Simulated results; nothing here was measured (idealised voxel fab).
process module | voxel capacitor over wiring
cross-section cut | 160 nm wide | cells 5 nm
A cross-section is a grid of square cells, given in bands from the top down. A band is one or more rows of cells.
Each band's line starts with the height of the band's top and of its bottom, in nm. Then come its materials from left to right, each with its width in nm. One material with "throughout" fills the band from edge to edge. "air" is empty space.
Height 0 is the level under which the wafer as received is all one material. The lowest band goes on downwards, as in "0 down".
A width such as "30 to 40" changes by the same amount from each row of cells to the next, from the band's top row to its bottom row.
"no change" after a step means that no cell of the cross-section changed.
closed voids: empty space of 8 cells or more with no open way to the top, each as width x height at its distance from the left edge, in nm
after a step's settings: what the simulator itself notes on the step
overlay nm, on a step with a mask: how far to the right of its planned place the mask lay; to the left if negative
plan
1 op RECEIVE | material Si
2 op CONFORMAL_DEP | material SiO2 | thk nm 10
3 op CONFORMAL_DEP | material SiCN | thk nm 5
4 op DIRECTIONAL_DEP | material SiO2 | thk nm 25
5 op MASKED_ETCH | tone open | mask id METAL_1 | width nm 20 | pitch nm 75 | etch materials SiO2 | depth nm 25 | overlay nm 0
6 op MASKED_ETCH | tone open | mask id METAL_1 | width nm 20 | pitch nm 75 | etch materials SiCN | depth nm 5 | overlay nm 0
7 op CONFORMAL_DEP | material TiN | thk nm 5
8 op FILL_DEP | material Cu | thk nm 5
9 op CMP | height nm 40
10 op CONFORMAL_DEP | material SiCN | thk nm 5
11 op DIRECTIONAL_DEP | material lowk | thk nm 20
12 op DIRECTIONAL_DEP | material aC | thk nm 15
13 op PATTERN | tone open | mask id PLUG_1 | material resist | width nm 15 | thk nm 35 | overlay nm 0
14 op DIRECTIONAL_ETCH | etch materials aC | depth nm 15
15 op STRIP | etch materials resist
16 op DIRECTIONAL_ETCH | etch materials lowk | depth nm 20
17 op DIRECTIONAL_ETCH | etch materials SiCN | depth nm 5
18 op STRIP | etch materials aC
19 op EPI | material Ru | thk nm 10
20 op EPI | material Ru | thk nm 10
21 op EPI | material Ru | thk nm 5
22 op DIRECTIONAL_DEP | material TiN | thk nm 10
23 op DIRECTIONAL_DEP | material Al2O3 | thk nm 5
24 op DIRECTIONAL_DEP | material TiN | thk nm 5
25 op PATTERN | tone cover | mask id UPPER_PLATE | material resist | width nm 60 | thk nm 15 | overlay nm 0
26 op DIRECTIONAL_ETCH | etch materials TiN | depth nm 5
27 op DIRECTIONAL_ETCH | etch materials Al2O3 | depth nm 5
28 op STRIP | etch materials resist
29 op PATTERN | tone cover | mask id LOWER_PLATE | material resist | width nm 70 | thk nm 15 | overlay nm 0
30 op DIRECTIONAL_ETCH | etch materials TiN | depth nm 10
31 op STRIP | etch materials resist
32 op FILL_DEP | material SiO2 | thk nm 20
33 op CMP | height nm 100
34 op DIRECTIONAL_DEP | material aC | thk nm 15
35 op PATTERN | tone open | mask id PLUG_2 | material resist | width nm 15 | thk nm 30 | overlay nm 0
36 op DIRECTIONAL_ETCH | etch materials aC | depth nm 15
37 op STRIP | etch materials resist
38 op DIRECTIONAL_ETCH | etch materials SiO2 | depth nm 15
39 op STRIP | etch materials aC
40 op CONFORMAL_DEP | material TiN | thk nm 5
41 op FILL_DEP | material Cu | thk nm 5
42 op CMP | height nm 100
43 op CONFORMAL_DEP | material SiCN | thk nm 5
first wafer, as planned
as received, after step 1
  0 down: Si throughout
  closed voids: none
after step 2
  10 to 0: SiO2 throughout
  below 0: unchanged
after step 3
  15 to 10: SiCN throughout
  below 10: unchanged
after step 4
  40 to 15: SiO2 throughout
  below 15: unchanged
after step 5
  40 to 15: SiO2 30 | air 20 | SiO2 55 | air 20 | SiO2 35
  below 15: unchanged
after step 6
  40 to 15: SiO2 30 | air 20 | SiO2 55 | air 20 | SiO2 35
  15 to 10: SiCN 30 | air 20 | SiCN 55 | air 20 | SiCN 35
  below 10: unchanged
after step 7
  45 to 40: TiN 35 | air 10 | TiN 65 | air 10 | TiN 40
  40 to 15: SiO2 30 | TiN 5 | air 10 | TiN 5 | SiO2 55 | TiN 5 | air 10 | TiN 5 | SiO2 35
  15 to 10: SiCN 30 | TiN 20 | SiCN 55 | TiN 20 | SiCN 35
  below 10: unchanged
after step 8
  50 to 45: Cu throughout
  45 to 40: TiN 35 | Cu 10 | TiN 65 | Cu 10 | TiN 40
  40 to 15: SiO2 30 | TiN 5 | Cu 10 | TiN 5 | SiO2 55 | TiN 5 | Cu 10 | TiN 5 | SiO2 35
  below 15: unchanged
after step 9
  40 to 15: SiO2 30 | TiN 5 | Cu 10 | TiN 5 | SiO2 55 | TiN 5 | Cu 10 | TiN 5 | SiO2 35
  below 15: unchanged
after step 10
  45 to 40: SiCN throughout
  below 40: unchanged
after step 11
  65 to 45: lowk throughout
  below 45: unchanged
after step 12
  80 to 65: aC throughout
  below 65: unchanged
after step 13
  115 to 80: resist 35 | air 15 | resist 110
  below 80: unchanged
after step 14
  100 to 80: resist 35 | air 15 | resist 110
  80 to 65: aC 35 | air 15 | aC 110
  below 65: unchanged
after step 15
  80 to 65: aC 35 | air 15 | aC 110
  below 65: unchanged
after step 16
  80 to 65: aC 35 | air 15 | aC 110
  65 to 45: lowk 35 | air 15 | lowk 110
  below 45: unchanged
after step 17
  80 to 65: aC 35 | air 15 | aC 110
  65 to 45: lowk 35 | air 15 | lowk 110
  45 to 40: SiCN 35 | air 15 | SiCN 110
  below 40: unchanged
after step 18
  65 to 45: lowk 35 | air 15 | lowk 110
  below 45: unchanged
after step 19
  65 to 50: lowk 35 | air 15 | lowk 110
  50 to 45: lowk 35 | Ru 15 | lowk 110
  45 to 40: SiCN 35 | Ru 15 | SiCN 110
  below 40: unchanged
after step 20
  65 to 60: lowk 35 | air 15 | lowk 110
  60 to 45: lowk 35 | Ru 15 | lowk 110
  below 45: unchanged
after step 21
  65 to 45: lowk 35 | Ru 15 | lowk 110
  below 45: unchanged
after step 22
  75 to 65: TiN throughout
  below 65: unchanged
after step 23
  80 to 75: Al2O3 throughout
  below 75: unchanged
after step 24
  85 to 80: TiN throughout
  below 80: unchanged
after step 25
  100 to 85: air 35 | resist 60 | air 65
  below 85: unchanged
after step 26
  100 to 85: air 35 | resist 60 | air 65
  85 to 80: air 35 | TiN 60 | air 65
  below 80: unchanged
after step 27
  100 to 85: air 35 | resist 60 | air 65
  85 to 80: air 35 | TiN 60 | air 65
  80 to 75: air 35 | Al2O3 60 | air 65
  below 75: unchanged
after step 28
  85 to 80: air 35 | TiN 60 | air 65
  below 80: unchanged
after step 29
  100 to 85: air 30 | resist 70 | air 60
  85 to 80: air 30 | resist 5 | TiN 60 | resist 5 | air 60
  80 to 75: air 30 | resist 5 | Al2O3 60 | resist 5 | air 60
  below 75: unchanged
after step 30
  100 to 85: air 30 | resist 70 | air 60
  85 to 80: air 30 | resist 5 | TiN 60 | resist 5 | air 60
  80 to 75: air 30 | resist 5 | Al2O3 60 | resist 5 | air 60
  75 to 65: air 30 | TiN 70 | air 60
  below 65: unchanged
after step 31
  85 to 80: air 35 | TiN 60 | air 65
  80 to 75: air 35 | Al2O3 60 | air 65
  below 75: unchanged
after step 32
  105 to 85: SiO2 throughout
  85 to 80: SiO2 35 | TiN 60 | SiO2 65
  80 to 75: SiO2 35 | Al2O3 60 | SiO2 65
  75 to 65: SiO2 30 | TiN 70 | SiO2 60
  below 65: unchanged
after step 33
  100 to 85: SiO2 throughout
  below 85: unchanged
after step 34
  115 to 100: aC throughout
  below 100: unchanged
after step 35
  145 to 115: resist 45 | air 15 | resist 100
  below 115: unchanged
after step 36
  130 to 115: resist 45 | air 15 | resist 100
  115 to 100: aC 45 | air 15 | aC 100
  below 100: unchanged
after step 37
  115 to 100: aC 45 | air 15 | aC 100
  below 100: unchanged
after step 38
  115 to 100: aC 45 | air 15 | aC 100
  100 to 85: SiO2 45 | air 15 | SiO2 100
  below 85: unchanged
after step 39
  100 to 85: SiO2 45 | air 15 | SiO2 100
  below 85: unchanged
after step 40
  105 to 100: TiN 50 | air 5 | TiN 105
  100 to 90: SiO2 45 | TiN 5 | air 5 | TiN 5 | SiO2 100
  90 to 80: SiO2 45 to 35 | TiN 15 to 60 | SiO2 100 to 65
  below 80: unchanged
after step 41
  110 to 105: Cu throughout
  105 to 100: TiN 50 | Cu 5 | TiN 105
  100 to 90: SiO2 45 | TiN 5 | Cu 5 | TiN 5 | SiO2 100
  below 90: unchanged
after step 42
  100 to 90: SiO2 45 | TiN 5 | Cu 5 | TiN 5 | SiO2 100
  below 90: unchanged
after step 43
  105 to 100: SiCN throughout
  below 100: unchanged
second wafer: like start, like plan, one mistake. Through step 24 it matches the first wafer
when step 25 should have ended
  100 to 85: air 25 | resist 60 | air 75
  below 85: unchanged
when step 26 should have ended
  100 to 85: air 25 | resist 60 | air 75
  85 to 80: air 25 | TiN 60 | air 75
  below 80: unchanged
when step 27 should have ended
  100 to 85: air 25 | resist 60 | air 75
  85 to 80: air 25 | TiN 60 | air 75
  80 to 75: air 25 | Al2O3 60 | air 75
  below 75: unchanged
when step 28 should have ended
  85 to 80: air 25 | TiN 60 | air 75
  below 80: unchanged
when step 29 should have ended
  100 to 85: air 30 | resist 70 | air 60
  85 to 80: air 25 | TiN 60 | resist 15 | air 60
  80 to 75: air 25 | Al2O3 60 | resist 15 | air 60
  below 75: unchanged
when step 30 should have ended
  100 to 85: air 30 | resist 70 | air 60
  85 to 80: air 30 | TiN 55 | resist 15 | air 60
  80 to 75: air 25 | Al2O3 60 | resist 15 | air 60
  75 to 65: air 25 | TiN 75 | air 60
  below 65: unchanged
when step 31 should have ended
  85 to 80: air 30 | TiN 55 | air 75
  80 to 75: air 25 | Al2O3 60 | air 75
  below 75: unchanged
when step 32 should have ended
  105 to 85: SiO2 throughout
  85 to 80: SiO2 30 | TiN 55 | SiO2 75
  80 to 75: SiO2 25 | Al2O3 60 | SiO2 75
  75 to 65: SiO2 25 | TiN 75 | SiO2 60
  below 65: unchanged
when step 33 should have ended
  100 to 85: SiO2 throughout
  below 85: unchanged
when step 34 should have ended
  115 to 100: aC throughout
  below 100: unchanged
when step 35 should have ended
  145 to 115: resist 45 | air 15 | resist 100
  below 115: unchanged
when step 36 should have ended
  130 to 115: resist 45 | air 15 | resist 100
  115 to 100: aC 45 | air 15 | aC 100
  below 100: unchanged
when step 37 should have ended
  115 to 100: aC 45 | air 15 | aC 100
  below 100: unchanged
when step 38 should have ended
  115 to 100: aC 45 | air 15 | aC 100
  100 to 85: SiO2 45 | air 15 | SiO2 100
  below 85: unchanged
when step 39 should have ended
  100 to 85: SiO2 45 | air 15 | SiO2 100
  below 85: unchanged
when step 40 should have ended
  105 to 100: TiN 50 | air 5 | TiN 105
  100 to 90: SiO2 45 | TiN 5 | air 5 | TiN 5 | SiO2 100
  90 to 80: SiO2 45 to 30 | TiN 15 to 55 | SiO2 100 to 75
  below 80: unchanged
when step 41 should have ended
  110 to 105: Cu throughout
  105 to 100: TiN 50 | Cu 5 | TiN 105
  100 to 90: SiO2 45 | TiN 5 | Cu 5 | TiN 5 | SiO2 100
  below 90: unchanged
when step 42 should have ended
  100 to 90: SiO2 45 | TiN 5 | Cu 5 | TiN 5 | SiO2 100
  below 90: unchanged
when step 43 should have ended
  105 to 100: SiCN throughout
  below 100: unchanged
what went wrong: step 25 ran as: op PATTERN | tone cover | mask id UPPER_PLATE | material resist | width nm 60 | thk nm 15 | overlay nm -10
at the end the second wafer has, in cells: 1 fewer of SiO2 | 1 more of TiN
